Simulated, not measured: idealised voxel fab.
Process module name: voxel wiring stack
Shown is cross-section cut, with a width of 215 nm and square cells of size 5 nm.
How to read a cross-section here: the picture is a grid of square cells, written as bands going from the top down, and any band can span one or more rows of cells.
Top, bottom (nm), then materials left to right with widths (nm); lone material tagged "edge to edge" fills the whole band edge to edge; "blank" = empty space.
Note: height 0 marks the level under which the wafer is uniformly one material as received. Lowest band unbounded below, written "from 0 down".
The notation "30..40" denotes a width that varies across the rows of cells in the band, beginning at the first number in the top row, finishing at the second number in the bottom row, and changing by an identical amount from each row to the next.
"remained unchanged" means the step left every cell of the cross-section as it was.
Under "Sealed-off cavities" you'll find the enclosed gaps, the ones with no way out to the top, that are 8 cells or bigger; each reads width x height at distance, with distance counted from the left edge, everything in nm.
Post-settings text on a step line: simulator's own remark regarding the step.
Steps that use a mask can have "overlay nm" on their line. It says how far the mask sat to the right of where it was meant to be. Negative means to the left.

-- Process steps (planned)
step 1: RECEIVE (material Si)
step 2: CONFORMAL_DEP (material SiO2; thk nm 10)
step 3: CONFORMAL_DEP (material SiCN; thk nm 5)
step 4: DIRECTIONAL_DEP (material SiO2; thk nm 15)
step 5: MASKED_ETCH (tone open; mask id METAL_1; width nm 25; pitch nm 50; etch materials SiO2; depth nm 15; overlay nm 0)
step 6: MASKED_ETCH (tone open; mask id METAL_1; width nm 25; pitch nm 50; etch materials SiCN; depth nm 5; overlay nm 0)
step 7: CONFORMAL_DEP (material TiN; thk nm 5)
step 8: FILL_DEP (material W; thk nm 5)
step 9: CMP (height nm 30)
step 10: CONFORMAL_DEP (material SiCN; thk nm 5)
step 11: DIRECTIONAL_DEP (material lowk; thk nm 20)
step 12: PATTERN (tone open; mask id PLUG_1; material resist; width nm 15; pitch nm 100; thk nm 15; overlay nm 0)
step 13: DIRECTIONAL_ETCH (etch materials lowk; depth nm 20)
step 14: DIRECTIONAL_ETCH (etch materials SiCN; depth nm 5)
step 15: STRIP (etch materials resist)
step 16: EPI (material Ru; thk nm 10)
step 17: EPI (material Ru; thk nm 10)
step 18: EPI (material Ru; thk nm 5)
step 19: DIRECTIONAL_DEP (material TiN; thk nm 5)
step 20: DIRECTIONAL_DEP (material Ru; thk nm 20)
step 21: PATTERN (tone cover; mask id METAL_2; material resist; width nm 25; pitch nm 50; thk nm 20; overlay nm 0)
step 22: DIRECTIONAL_ETCH (etch materials Ru; depth nm 20)
step 23: DIRECTIONAL_ETCH (etch materials TiN; depth nm 5)
step 24: STRIP (etch materials resist)
step 25: FILL_DEP (material SiO2; thk nm 10)
step 26: CMP (height nm 80)
step 27: CONFORMAL_DEP (material SiCN; thk nm 5)
step 28: DIRECTIONAL_DEP (material lowk; thk nm 15)
step 29: PATTERN (tone open; mask id PLUG_2; material resist; width nm 15; pitch nm 100; thk nm 20; overlay nm 0)
step 30: DIRECTIONAL_ETCH (etch materials lowk; depth nm 15)
step 31: DIRECTIONAL_ETCH (etch materials SiCN; depth nm 5)
step 32: STRIP (etch materials resist)
step 33: CONFORMAL_DEP (material TiN; thk nm 5)
step 34: FILL_DEP (material Cu; thk nm 5)
step 35: CMP (height nm 100)
step 36: DIRECTIONAL_DEP (material TiN; thk nm 5)
step 37: DIRECTIONAL_DEP (material Ru; thk nm 15)
step 38: MASKED_ETCH (tone cover; mask id METAL_3; width nm 25; pitch nm 50; etch materials Ru; depth nm 15; overlay nm 0)
step 39: MASKED_ETCH (tone cover; mask id METAL_3; width nm 25; pitch nm 50; etch materials TiN; depth nm 5; overlay nm 0)
step 40: FILL_DEP (material SiO2; thk nm 10)
step 41: CMP (height nm 120)
step 42: CONFORMAL_DEP (material SiN; thk nm 5)

-- Step 1 complete: cross-section of the wafer as received
- from 0 down | Si edge to edge
- Sealed-off cavities: none

-- First of two wafers: cross-section at end of module, run per plan
- from 125 to 120 | SiN edge to edge
- from 120 to 105 | SiO2: 45; Ru: 25; SiO2: 25; Ru: 25; SiO2: 25; Ru: 25; SiO2: 45
- from 105 to 100 | SiO2: 45; TiN: 25; SiO2: 25; TiN: 25; SiO2: 25; TiN: 25; SiO2: 45
- from 100 to 85 | lowk: 45; TiN: 5; Cu: 5; TiN: 5; lowk: 85; TiN: 5; Cu: 5; TiN: 5; lowk: 55
- from 85 to 80 | SiCN: 45; TiN: 15; SiCN: 85; TiN: 15; SiCN: 55
- from 80 to 60 | SiO2: 45; Ru: 25; SiO2: 25; Ru: 25; SiO2: 25; Ru: 25; SiO2: 45
- from 60 to 55 | SiO2: 45; TiN: 25; SiO2: 25; TiN: 25; SiO2: 25; TiN: 25; SiO2: 45
- from 55 to 35 | lowk: 45; Ru: 15; lowk: 85; Ru: 15; lowk: 55
- from 35 to 30 | SiCN: 45; Ru: 15; SiCN: 85; Ru: 15; SiCN: 55
- from 30 to 15 | SiO2: 45; TiN: 5; W: 15; TiN: 5; SiO2: 25; TiN: 5; W: 15; TiN: 5; SiO2: 25; TiN: 5; W: 15; TiN: 5; SiO2: 45
- from 15 to 10 | SiCN: 45; TiN: 25; SiCN: 25; TiN: 25; SiCN: 25; TiN: 25; SiCN: 45
- from 10 to 0 | SiO2 edge to edge
- from 0 down | Si edge to edge
- Sealed-off cavities: none

-- Presented here is a cross-section of the second of the two wafers as it stood at the end of the module. It was started in the same manner and assigned the same plan as the first wafer; however, one mistake was made in its execution
- from 125 to 120 | SiN edge to edge
- from 120 to 105 | SiO2: 45; Ru: 25; SiO2: 25; Ru: 25; SiO2: 25; Ru: 25; SiO2: 45
- from 105 to 100 | SiO2: 45; TiN: 25; SiO2: 25; TiN: 25; SiO2: 25; TiN: 25; SiO2: 45
- from 100 to 85 | lowk: 45; TiN: 5; Cu: 5; TiN: 5; lowk: 85; TiN: 5; Cu: 5; TiN: 5; lowk: 55
- from 85 to 80 | SiCN: 45; TiN: 15; SiCN: 85; TiN: 15; SiCN: 55
- from 80 to 75 | SiO2: 45; TiN: 25; SiO2: 25; TiN: 25; SiO2: 25; TiN: 25; SiO2: 45
- from 75 to 55 | Ru edge to edge
- from 55 to 35 | lowk: 45; Ru: 15; lowk: 85; Ru: 15; lowk: 55
- from 35 to 30 | SiCN: 45; Ru: 15; SiCN: 85; Ru: 15; SiCN: 55
- from 30 to 15 | SiO2: 45; TiN: 5; W: 15; TiN: 5; SiO2: 25; TiN: 5; W: 15; TiN: 5; SiO2: 25; TiN: 5; W: 15; TiN: 5; SiO2: 45
- from 15 to 10 | SiCN: 45; TiN: 25; SiCN: 25; TiN: 25; SiCN: 25; TiN: 25; SiCN: 45
- from 10 to 0 | SiO2 edge to edge
- from 0 down | Si edge to edge
- Sealed-off cavities: none
what went wrong: contrary to the plan, steps 19 and 20 were processed in exchanged order
Cell-count delta at end, second wafer over first, by material: Ru +112; SiO2 -112
